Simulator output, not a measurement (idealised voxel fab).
Process module under the name voxel plated lines
It is cross-section cut that appears here, measuring 300 nm in width, its square cells being 5 nm in size.
This document writes a cross-section as a grid whose cells are square, and gives it as bands, listed from the top down; one or more rows of cells form a band. The entry gives the band's vertical extent as a top height and a bottom height in nm, then its horizontal make-up as materials from left to right, each with a width in nm. "air" stands for empty space; a single material marked "everywhere" fills the band edge to edge. The level at which height equals 0 is the one under which the wafer, as it arrives, is entirely one material. No lower edge exists for the bottom band, which continues downward and is notated as in "from 0 down". You'd read "30 to 40" like this: the band's top row of cells is as wide as the first number, its bottom row is as wide as the second, and going down, every row changes width by the same amount as the row before did. "all unchanged", as given for a step, is the statement that not any cell of the cross-section underwent a change during that step. What "Closed-off voids" gives you is every empty space of 8 cells or more that is cut off from the top. Each appears as width x height at distance, with the distance taken from the left edge and width, height and distance all in nm. Heads up: the bit after the settings on a step's line is the simulator's remark on that step. "overlay nm" on a masked step: distance the mask lay right of its planned place, negative for left.
So here's the lineup of process steps we planned
step 1: RECEIVE [material Si]
step 2: CONFORMAL_DEP [material Al2O3] [thk nm 10]
step 3: DIRECTIONAL_DEP [material TiN] [thk nm 5]
step 4: PATTERN [tone open] [mask id LINES] [material resist] [width nm 15] [pitch nm 45] [thk nm 35] [overlay nm 0]
step 5: EPI [material Ru] [thk nm 10]
step 6: EPI [material Ru] [thk nm 10]
step 7: EPI [material Ru] [thk nm 10]
step 8: STRIP [etch materials resist]
step 9: DIRECTIONAL_ETCH [etch materials TiN] [depth nm 5]
step 10: CONFORMAL_DEP [material SiN] [thk nm 5]
Wafer, first of two, run as planned
Wafer at receipt (post step 1), cross-section
* from 0 down: Si everywhere
* Closed-off voids: none
Wafer section view after processing step 2
* from 10 to 0: Al2O3 everywhere
* Heights below 0 show no change.
Wafer section view after processing step 3
* from 15 to 10: TiN everywhere
* Heights below 10 show no change.
Wafer section view after processing step 4
* from 50 to 15: resist=95, air=15, resist=30, air=15, resist=30, air=15, resist=100
* Heights below 15 show no change.
Wafer section view after processing step 5
* from 50 to 25: resist=95, air=15, resist=30, air=15, resist=30, air=15, resist=100
* from 25 to 15: resist=95, Ru=15, resist=30, Ru=15, resist=30, Ru=15, resist=100
* Heights below 15 show no change.
Wafer section view after processing step 6
* from 50 to 35: resist=95, air=15, resist=30, air=15, resist=30, air=15, resist=100
* from 35 to 15: resist=95, Ru=15, resist=30, Ru=15, resist=30, Ru=15, resist=100
* Heights below 15 show no change.
Wafer section view after processing step 7
* from 50 to 45: resist=95, air=15, resist=30, air=15, resist=30, air=15, resist=100
* from 45 to 15: resist=95, Ru=15, resist=30, Ru=15, resist=30, Ru=15, resist=100
* Heights below 15 show no change.
Wafer section view after processing step 8
* from 45 to 15: air=95, Ru=15, air=30, Ru=15, air=30, Ru=15, air=100
* Heights below 15 show no change.
Wafer section view after processing step 9
* from 45 to 15: air=95, Ru=15, air=30, Ru=15, air=30, Ru=15, air=100
* from 15 to 10: air=95, TiN=15, air=30, TiN=15, air=30, TiN=15, air=100
* Heights below 10 show no change.
Wafer section view after processing step 10
* from 50 to 45: air=90, SiN=25, air=20, SiN=25, air=20, SiN=25, air=95
* from 45 to 15: air=90, SiN=5, Ru=15, SiN=5, air=20, SiN=5, Ru=15, SiN=5, air=20, SiN=5, Ru=15, SiN=5, air=95
* from 15 to 10: SiN=95, TiN=15, SiN=30, TiN=15, SiN=30, TiN=15, SiN=100
* Heights below 10 show no change.
For the second wafer, take the first wafer's start and plan, then add one mistake made in running it; everything through step 9, that step included, is shared with the first
At the planned end of step 10, the second wafer in cross-section
* from 50 to 45: air=90, TiN=25, air=20, TiN=25, air=20, TiN=25, air=95
* from 45 to 15: air=90, TiN=5, Ru=15, TiN=5, air=20, TiN=5, Ru=15, TiN=5, air=20, TiN=5, Ru=15, TiN=5, air=95
* from 15 to 10: TiN everywhere
* Heights below 10 show no change.
What went wrong in running the wafer? note that step 10 departed from the planned setting and was carried out as CONFORMAL_DEP [material TiN] [thk nm 5]
Looking at both finished wafers in cells, the second ends up ahead of or behind the first on some materials: SiN: 102 fewer; TiN: 102 more
